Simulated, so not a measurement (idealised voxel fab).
process module | voxel tone inversion
cross-section cut | 210 nm wide | cells 5 nm
A cross-section is a grid of square cells, given in bands from the top down. A band is one or more rows of cells.
Each band's line starts with the height of the band's top and of its bottom, in nm. Then come its materials from left to right, each with its width in nm. One material with "throughout" fills the band from edge to edge. "air" is empty space.
Height 0 is the level under which the wafer as received is all one material. The lowest band goes on downwards, as in "0 down".
A width such as "30 to 40" changes by the same amount from each row of cells to the next, from the band's top row to its bottom row.
"no change" after a step means that no cell of the cross-section changed.
closed voids: empty space of 8 cells or more with no open way to the top, each as width x height at its distance from the left edge, in nm
after a step's settings: what the simulator itself notes on the step
overlay nm, on a step with a mask: how far to the right of its planned place the mask lay; to the left if negative
plan
1 op RECEIVE | material Si
2 op CONFORMAL_DEP | material SiCN | thk nm 5
3 op DIRECTIONAL_DEP | material aC | thk nm 25
4 op PATTERN | tone cover | mask id POSTS | material resist | width nm 15 | pitch nm 40 | thk nm 30 | overlay nm 0
5 op DIRECTIONAL_ETCH | etch materials aC | depth nm 25
6 op STRIP | etch materials resist
7 op FILL_DEP | material lowk | thk nm 5
8 op CMP | height nm 30
9 op STRIP | etch materials aC
10 op CONFORMAL_DEP | material TiN | thk nm 5
11 op FILL_DEP | material Ru | thk nm 10
12 op CMP | height nm 30
13 op CONFORMAL_DEP | material SiCN | thk nm 5
varied across the wafers: width nm of step 4. The plan shows the first wafer's value. All wafers start alike
first wafer as received, after step 1
  0 down: Si throughout
  closed voids: none
each wafer at the end: cells of each material gained (+) or lost (-) since it was received, then its closed voids
width nm 15 | +8 Ru | +84 SiCN | +22 TiN | +180 lowk | closed voids: none
width nm 20 | +16 Ru | +84 SiCN | +24 TiN | +170 lowk | closed voids: none
width nm 25 | +24 Ru | +84 SiCN | +26 TiN | +160 lowk | closed voids: none
